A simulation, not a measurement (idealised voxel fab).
The document below concerns the process module designated voxel capacitor over wiring.
Displayed cross-section: cut, width of 295 nm, square cells sized 5 nm.
Cross-section format: a grid of square cells, given as bands from top to bottom; each band is one or more rows of cells.
Band: top and bottom heights (nm) first, top before bottom; then materials from left to right, widths in nm. "everywhere" marks a sole material filling the band edge to edge. "air" denotes empty space.
Heights from 0 (as-received wafer is one material below). Bottom band endless downward, as "0 -> down".
Per-row width for "30->40": begins at first number (top row of band), ends at second number (bottom row), increment between rows held constant.
Any step labelled "remained the same" changed none of the cells in the cross-section.
The label "Trapped void list" introduces a list of the empty spaces, 8 cells or larger, that have no open way up to the top; each entry in it reads width x height at distance, where the distance is taken from the left edge and all three are stated in nm.
Post-settings text on a step line: simulator's own remark regarding the step.
"overlay nm", when on a step's line for a step with a mask, measures how far to the right of its planned place the mask lay; a negative measure means to the left.
Pairs, read this way: before one process step on the one hand, after it on the other, the after cross-section ending at the lowest band that changed; the step between, settings included, beneath. Same starting wafer throughout, but possibly different runs of this module, so no pair continues from the pair above unless its entry headed "Ahead of processing" says so.

## Ahead of processing
    100 -> 85: resist (110); air (15); resist (170)
    85 -> 80: SiO2 everywhere
    80 -> 75: SiO2 (100); TiN (20); SiO2 (175)
    75 -> 70: SiO2 (100); SiN (20); TiN (50); SiO2 (125)
    70 -> 65: SiO2 (95); TiN (25); SiN (50); SiO2 (125)
    65 -> 60: SiO2 (95); TiN (80); SiO2 (120)
    60 -> 55: SiO2 (95); Ru (25); TiN (55); SiO2 (120)
    55 -> 45: lowk (100); Ru (15); lowk (180)
    45 -> 40: Cu everywhere
    40 -> 15: lowk (95); TiN (5); Cu (10); TiN (5); lowk (65); TiN (5); Cu (10); TiN (5); lowk (95)
    15 -> 10: SiN (95); TiN (20); SiN (65); TiN (20); SiN (95)
    10 -> 0: SiO2 everywhere
    0 -> down: Si everywhere
    Trapped void list: none

## Sectional View, Post-Process
    100 -> 85: resist (110); air (15); resist (170)
    85 -> 80: SiO2 (110); air (15); SiO2 (170)
    80 -> 75: SiO2 (100); TiN (20); air (5); SiO2 (170)
    At heights below 75, the structure remains unaltered.
    Trapped void list: none
What sits between those two cross-sections? DIRECTIONAL_ETCH (etch materials SiO2; depth nm 10)

Ahead of processing: no separate figure, the pair right above already shows it after its step.

## Sectional View, Post-Process
    85 -> 80: SiO2 (110); air (15); SiO2 (170)
    At heights below 80, the structure remains unaltered.
    Trapped void list: none
What sits between those two cross-sections? STRIP (etch materials resist)

Ahead of processing: no separate figure, the pair right above already shows it after its step.

## Sectional View, Post-Process
    90 -> 85: TiN (115); air (5); TiN (175)
    85 -> 75: SiO2 (110->100); TiN (15->25); SiO2 (170)
    At heights below 75, the structure remains unaltered.
    Trapped void list: none
What sits between those two cross-sections? CONFORMAL_DEP (material TiN; thk nm 5)

Ahead of processing: no separate figure, the pair right above already shows it after its step.

## Sectional View, Post-Process
    95 -> 90: W everywhere
    90 -> 85: TiN (115); W (5); TiN (175)
    At heights below 85, the structure remains unaltered.
    Trapped void list: none
What sits between those two cross-sections? FILL_DEP (material W; thk nm 5)

Ahead of processing: no separate figure, the pair right above already shows it after its step.

## Sectional View, Post-Process
    85 -> 75: SiO2 (110->100); TiN (15->25); SiO2 (170)
    At heights below 75, the structure remains unaltered.
    Trapped void list: none
What sits between those two cross-sections? CMP (height nm 85)

Ahead of processing: no separate figure, the pair right above already shows it after its step.

## Sectional View, Post-Process
    90 -> 85: SiCN everywhere
    At heights below 85, the structure remains unaltered.
    Trapped void list: none
What sits between those two cross-sections? CONFORMAL_DEP (material SiCN; thk nm 5)

## Ahead of processing
    90 -> 75: aC everywhere
    75 -> 70: TiN everywhere
    70 -> 65: SiN everywhere
    65 -> 55: TiN everywhere
    55 -> 45: lowk (100); Ru (15); lowk (180)
    45 -> 40: SiCN (100); Ru (15); SiCN (180)
    40 -> 15: lowk (95); TiN (5); Cu (10); TiN (5); lowk (65); TiN (5); Cu (10); TiN (5); lowk (95)
    15 -> 10: SiN (95); TiN (20); SiN (65); TiN (20); SiN (95)
    10 -> 0: SiO2 everywhere
    0 -> down: Si everywhere
    Trapped void list: none

## Sectional View, Post-Process
    120 -> 90: resist (100); air (70); resist (125)
    At heights below 90, the structure remains unaltered.
    Trapped void list: none
What sits between those two cross-sections? PATTERN (tone open; mask id UPPER_PLATE; material resist; width nm 70; thk nm 30; overlay nm 0)

Ahead of processing: no separate figure, the pair right above already shows it after its step.

## Sectional View, Post-Process
    105 -> 90: resist (100); air (70); resist (125)
    90 -> 75: aC (100); air (70); aC (125)
    At heights below 75, the structure remains unaltered.
    Trapped void list: none
What sits between those two cross-sections? DIRECTIONAL_ETCH (etch materials aC; depth nm 15)

Ahead of processing: no separate figure, the pair right above already shows it after its step.

## Sectional View, Post-Process
    90 -> 75: aC (100); air (70); aC (125)
    At heights below 75, the structure remains unaltered.
    Trapped void list: none
What sits between those two cross-sections? STRIP (etch materials resist)

Ahead of processing: no separate figure, the pair right above already shows it after its step.

## Sectional View, Post-Process
    90 -> 75: aC (100); air (70); aC (125)
    75 -> 70: TiN (100); air (70); TiN (125)
    At heights below 70, the structure remains unaltered.
    Trapped void list: none
What sits between those two cross-sections? DIRECTIONAL_ETCH (etch materials TiN; depth nm 5)

Ahead of processing: no separate figure, the pair right above already shows it after its step.

## Sectional View, Post-Process
    90 -> 75: aC (100); air (70); aC (125)
    75 -> 70: TiN (100); air (70); TiN (125)
    70 -> 65: SiN (100); air (70); SiN (125)
    At heights below 65, the structure remains unaltered.
    Trapped void list: none
What sits between those two cross-sections? DIRECTIONAL_ETCH (etch materials SiN; depth nm 5)

Ahead of processing: no separate figure, the pair right above already shows it after its step.

## Sectional View, Post-Process
    75 -> 70: TiN (100); air (70); TiN (125)
    At heights below 70, the structure remains unaltered.
    Trapped void list: none
What sits between those two cross-sections? STRIP (etch materials aC)

Ahead of processing: no separate figure, the pair right above already shows it after its step.

## Sectional View, Post-Process
    90 -> 80: aC (100); air (70); aC (125)
    80 -> 75: aC everywhere
    75 -> 70: TiN (100); aC (70); TiN (125)
    70 -> 65: SiN (100); aC (70); SiN (125)
    At heights below 65, the structure remains unaltered.
    Trapped void list: none
What sits between those two cross-sections? DIRECTIONAL_DEP (material aC; thk nm 15)

Ahead of processing: no separate figure, the pair right above already shows it after its step.

## Sectional View, Post-Process
    120 -> 90: air (95); resist (80); air (120)
    90 -> 80: aC (100); resist (70); aC (125)
    At heights below 80, the structure remains unaltered.
    Trapped void list: none
What sits between those two cross-sections? PATTERN (tone cover; mask id LOWER_PLATE; material resist; width nm 80; thk nm 30; overlay nm 0)

Ahead of processing: no separate figure, the pair right above already shows it after its step.

## Sectional View, Post-Process
    105 -> 90: air (95); resist (80); air (120)
    90 -> 80: air (95); aC (5); resist (70); aC (5); air (120)
    80 -> 75: air (95); aC (80); air (120)
    At heights below 75, the structure remains unaltered.
    Trapped void list: none
What sits between those two cross-sections? DIRECTIONAL_ETCH (etch materials aC; depth nm 15)

Ahead of processing: no separate figure, the pair right above already shows it after its step.

## Sectional View, Post-Process
    90 -> 80: air (95); aC (5); air (70); aC (5); air (120)
    At heights below 80, the structure remains unaltered.
    Trapped void list: none
What sits between those two cross-sections? STRIP (etch materials resist)

Ahead of processing: no separate figure, the pair right above already shows it after its step.

## Sectional View, Post-Process
    90 -> 80: air (95); aC (5); air (70); aC (5); air (120)
    80 -> 75: air (95); aC (80); air (120)
    75 -> 70: air (95); TiN (5); aC (70); TiN (5); air (120)
    At heights below 70, the structure remains unaltered.
    Trapped void list: none
What sits between those two cross-sections? DIRECTIONAL_ETCH (etch materials TiN; depth nm 10)

Ahead of processing: no separate figure, the pair right above already shows it after its step.

## Sectional View, Post-Process
    75 -> 70: air (95); TiN (5); air (70); TiN (5); air (120)
    70 -> 65: SiN (100); air (70); SiN (125)
    At heights below 65, the structure remains unaltered.
    Trapped void list: none
What sits between those two cross-sections? STRIP (etch materials aC)

Ahead of processing: no separate figure, the pair right above already shows it after its step.

## Sectional View, Post-Process
    90 -> 75: SiO2 everywhere
    75 -> 70: SiO2 (95); TiN (5); SiO2 (70); TiN (5); SiO2 (120)
    70 -> 65: SiN (100); SiO2 (70); SiN (125)
    At heights below 65, the structure remains unaltered.
    Trapped void list: none
What sits between those two cross-sections? FILL_DEP (material SiO2; thk nm 15)

Ahead of processing: no separate figure, the pair right above already shows it after its step.

## Sectional View, Post-Process
    85 -> 75: SiO2 everywhere
    At heights below 75, the structure remains unaltered.
    Trapped void list: none
What sits between those two cross-sections? CMP (height nm 85)

Ahead of processing: no separate figure, the pair right above already shows it after its step.

## Sectional View, Post-Process
    100 -> 85: resist (110); air (15); resist (170)
    At heights below 85, the structure remains unaltered.
    Trapped void list: none
What sits between those two cross-sections? PATTERN (tone open; mask id PLUG_2; material resist; width nm 15; thk nm 15; overlay nm 0)

Ahead of processing: no separate figure, the pair right above already shows it after its step.

## Sectional View, Post-Process
    100 -> 85: resist (110); air (15); resist (170)
    85 -> 75: SiO2 (110); air (15); SiO2 (170)
    At heights below 75, the structure remains unaltered.
    Trapped void list: none
What sits between those two cross-sections? DIRECTIONAL_ETCH (etch materials SiO2; depth nm 10)

Ahead of processing: no separate figure, the pair right above already shows it after its step.

## Sectional View, Post-Process
    85 -> 75: SiO2 (110); air (15); SiO2 (170)
    At heights below 75, the structure remains unaltered.
    Trapped void list: none
What sits between those two cross-sections? STRIP (etch materials resist)

Ahead of processing: no separate figure, the pair right above already shows it after its step.

## Sectional View, Post-Process
    90 -> 85: TiN (115); air (5); TiN (175)
    85 -> 80: SiO2 (110); TiN (5); air (5); TiN (5); SiO2 (170)
    80 -> 75: SiO2 (110); TiN (15); SiO2 (170)
    At heights below 75, the structure remains unaltered.
    Trapped void list: none
What sits between those two cross-sections? CONFORMAL_DEP (material TiN; thk nm 5)

Ahead of processing: no separate figure, the pair right above already shows it after its step.

## Sectional View, Post-Process
    95 -> 90: W everywhere
    90 -> 85: TiN (115); W (5); TiN (175)
    85 -> 80: SiO2 (110); TiN (5); W (5); TiN (5); SiO2 (170)
    At heights below 80, the structure remains unaltered.
    Trapped void list: none
What sits between those two cross-sections? FILL_DEP (material W; thk nm 5)

Ahead of processing: no separate figure, the pair right above already shows it after its step.

## Sectional View, Post-Process
    85 -> 80: SiO2 (110); TiN (5); W (5); TiN (5); SiO2 (170)
    At heights below 80, the structure remains unaltered.
    Trapped void list: none
What sits between those two cross-sections? CMP (height nm 85)

Ahead of processing: no separate figure, the pair right above already shows it after its step.

## Sectional View, Post-Process
    90 -> 85: SiCN everywhere
    At heights below 85, the structure remains unaltered.
    Trapped void list: none
What sits between those two cross-sections? CONFORMAL_DEP (material SiCN; thk nm 5)
